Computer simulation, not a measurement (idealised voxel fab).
Documented hereafter: the process module known as voxel released beams.
Section cut is 195 nm wide and gridded with 5 nm square cells.
A cross-section is a grid of square cells, given in bands from the top down. A band is one or more rows of cells.
Read a band's entry like this: the first values are the height of its top and the height of its bottom in nm, and what follows is the sequence of materials from left to right, each with its width in nm. Note that "blank" is empty space, and that a single material marked "edge to edge" reaches across the band from edge to edge.
For the purposes of this specification, 0 denotes the height below which the wafer in its as-received condition is composed wholly of one material, and the lowermost band, lacking a lower limit, extends downward without end, as expressed in "top 0, no bottom".
The expression "30..40" gives the width at the extremes of the band, the first number at its top row of cells and the second at its bottom row, with the width changing by equal amounts from each row to the next in between.
"same as before" after a step means that no cell of the cross-section changed.
Voids not open to the top, 8 cells minimum: see "Fully sealed cavities". Written width x height at distance; distance is from the left edge; nm.
What comes after the settings on a step's line is commentary from the simulator itself on that step.
The line of a step may include "overlay nm". On a step with a mask, this value is how far to the right of its planned place the mask lay. A negative value means the mask lay to the left.

Planned step list for the process:
step 1: RECEIVE with material Si
step 2: CONFORMAL_DEP with material SiN, thk nm 5
step 3: DIRECTIONAL_DEP with material SiO2, thk nm 10
step 4: MASKED_ETCH with tone open, mask id ANCHOR, width nm 45, etch materials SiO2, depth nm 10, overlay nm 0
step 5: CONFORMAL_DEP with material TiN, thk nm 15
step 6: DIRECTIONAL_DEP with material aC, thk nm 10
step 7: PATTERN with tone cover, mask id BEAM, material resist, width nm 120, thk nm 30, overlay nm 0
step 8: DIRECTIONAL_ETCH with etch materials aC, depth nm 10
step 9: STRIP with etch materials resist
step 10: DIRECTIONAL_ETCH with etch materials TiN, depth nm 15
step 11: STRIP with etch materials aC
step 12: STRIP with etch materials SiO2

Wafer at receipt (post step 1), cross-section:
    top 0, no bottom | Si edge to edge
    Fully sealed cavities: none

End-of-module XS, first of two wafers, run as planned:
    top 30, bottom 20 | 35 blank; 20 TiN; 15 blank; 85 TiN; 40 blank
    top 20, bottom 15 | 35 blank; 120 TiN; 40 blank
    top 15, bottom 5 | 40 blank; 45 TiN; 110 blank
    top 5, bottom 0 | SiN edge to edge
    top 0, no bottom | Si edge to edge
    Fully sealed cavities: none

Wafer two, sectioned after the module: the first wafer's start, the first wafer's plan, and one mistake in how it was run:
    top 25, bottom 15 | 35 blank; 20 TiN; 15 blank; 85 TiN; 40 blank
    top 15, bottom 10 | 35 blank; 120 TiN; 40 blank
    top 10, bottom 0 | 40 blank; 45 TiN; 110 blank
    top 0, no bottom | Si edge to edge
    Fully sealed cavities: none
Against the plan, the run slipped here: step 2 of the plan was omitted and not executed
Cell-count delta at end, second wafer over first, by material: SiN: 39 fewer
